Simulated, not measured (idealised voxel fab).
Process module under the name voxel self aligned vias
Section shown: cut. Width: 235 nm. Cell size: 5 nm, square.
Think of the cross-section as a grid of square cells. We describe it in bands, top to bottom, and each band covers one or more rows of those cells.
First you get the band's top height and its bottom height, in nm, and then the materials it's made of, left to right, with each width in nm. If you see a single material with "edge to edge", that one covers the band edge to edge. "empty" is empty space.
For the purposes of this specification, 0 denotes the height below which the wafer in its as-received condition is composed wholly of one material, and the lowermost band, lacking a lower limit, extends downward without end, as expressed in "0 nm and below".
Note: "30->40" means the width goes from the first number (top row of the band) to the second number (bottom row) in equal steps per row of cells.
The designation "everything unchanged", where it is given for a processing step, indicates that no cell of the cross-section was altered in the course of that step.
In "Trapped voids" the enclosed voids are listed, meaning empty spaces of 8 cells or larger without any opening to the top. The form is width x height at distance, distance from the left edge, units nm.
That trailing text on a step's line, after the settings, is the simulator's own remark on the step.
overlay nm: right-of-plan distance of the mask on a masked step; negative values mean left-of-plan.

Steps in the process plan:
1: RECEIVE (material Si)
2: CONFORMAL_DEP (material SiO2; thk nm 15)
3: CONFORMAL_DEP (material SiCN; thk nm 5)
4: DIRECTIONAL_DEP (material SiO2; thk nm 30)
5: DIRECTIONAL_DEP (material aC; thk nm 15)
6: PATTERN (tone open; mask id LINES; material resist; width nm 25; pitch nm 60; thk nm 30; overlay nm 0)
7: DIRECTIONAL_ETCH (etch materials aC; depth nm 15)
8: STRIP (etch materials resist)
9: DIRECTIONAL_ETCH (etch materials SiO2; depth nm 30)
10: STRIP (etch materials aC)
11: CONFORMAL_DEP (material TiN; thk nm 5)
12: FILL_DEP (material W; thk nm 10)
13: CMP (height nm 50)
14: SELECTIVE_ETCH (etch materials W Ru TiN; depth nm 10)
15: FILL_DEP (material SiN; thk nm 10)
16: CMP (height nm 50)
17: DIRECTIONAL_DEP (material SiO2; thk nm 15)
18: MASKED_ETCH (tone open; mask id VIAS; width nm 45; etch materials SiO2; depth nm 5; overlay nm 0)
19: MASKED_ETCH (tone open; mask id VIAS; width nm 45; etch materials SiN; depth nm 10; overlay nm 0)
20: CONFORMAL_DEP (material TiN; thk nm 5)
21: FILL_DEP (material Ru; thk nm 5)
22: CMP (height nm 65)
23: CONFORMAL_DEP (material SiN; thk nm 5)
All wafers enter the flow in the same state. The depth nm at step 18 differs from wafer to wafer, and the plan gives the value for the first wafer.

Here's the first of the wafers in cross-section, just as we got it, i.e. after step 1:
> 0 nm and below | Si edge to edge
> Trapped voids: none

At the end of the module, after its last step, step 23, the first of several wafers appears in cross-section as follows:
> 70 nm to 65 nm | SiN edge to edge
> 65 nm to 60 nm | SiO2 (65), TiN (45), SiO2 (125)
> 60 nm to 50 nm | SiO2 edge to edge
> 50 nm to 40 nm | SiO2 (75), SiN (25), SiO2 (35), SiN (25), SiO2 (75)
> 40 nm to 25 nm | SiO2 (75), TiN (5), W (15), TiN (5), SiO2 (35), TiN (5), W (15), TiN (5), SiO2 (75)
> 25 nm to 20 nm | SiO2 (75), TiN (25), SiO2 (35), TiN (25), SiO2 (75)
> 20 nm to 15 nm | SiCN edge to edge
> 15 nm to 0 nm | SiO2 edge to edge
> 0 nm and below | Si edge to edge
> Trapped voids: none

Module end, final wafer: cross-section:
> 70 nm to 65 nm | SiN edge to edge
> 65 nm to 50 nm | SiO2 (65), TiN (5), Ru (35), TiN (5), SiO2 (125)
> 50 nm to 45 nm | SiO2 (65), TiN (5), Ru (35), TiN (5), SiO2 (25), SiN (25), SiO2 (75)
> 45 nm to 40 nm | SiO2 (65), TiN (45), SiO2 (25), SiN (25), SiO2 (75)
> 40 nm to 35 nm | SiO2 (65), TiN (15), W (15), TiN (15), SiO2 (25), TiN (5), W (15), TiN (5), SiO2 (75)
> 35 nm to 25 nm | SiO2 (75), TiN (5), W (15), TiN (5), SiO2 (35), TiN (5), W (15), TiN (5), SiO2 (75)
> 25 nm to 20 nm | SiO2 (75), TiN (25), SiO2 (35), TiN (25), SiO2 (75)
> 20 nm to 15 nm | SiCN edge to edge
> 15 nm to 0 nm | SiO2 edge to edge
> 0 nm and below | Si edge to edge
> Trapped voids: none

Tabulated below, wafer by wafer, are the end-of-module results: for each material, the number of cells gained (+) or lost (-) relative to the as-received state, followed by the closed voids:
depth nm 5 | +47 SiCN | +67 SiN | +495 SiO2 | +31 TiN | +18 W | Trapped voids: none
depth nm 10 | +7 Ru | +47 SiCN | +67 SiN | +486 SiO2 | +33 TiN | +18 W | Trapped voids: none
depth nm 15 | +20 Ru | +47 SiCN | +57 SiN | +477 SiO2 | +39 TiN | +18 W | Trapped voids: none
depth nm 20 | +24 Ru | +47 SiCN | +57 SiN | +473 SiO2 | +39 TiN | +18 W | Trapped voids: none
depth nm 25 | +28 Ru | +47 SiCN | +57 SiN | +469 SiO2 | +39 TiN | +18 W | Trapped voids: none
depth nm 30 | +28 Ru | +47 SiCN | +57 SiN | +465 SiO2 | +43 TiN | +18 W | Trapped voids: none
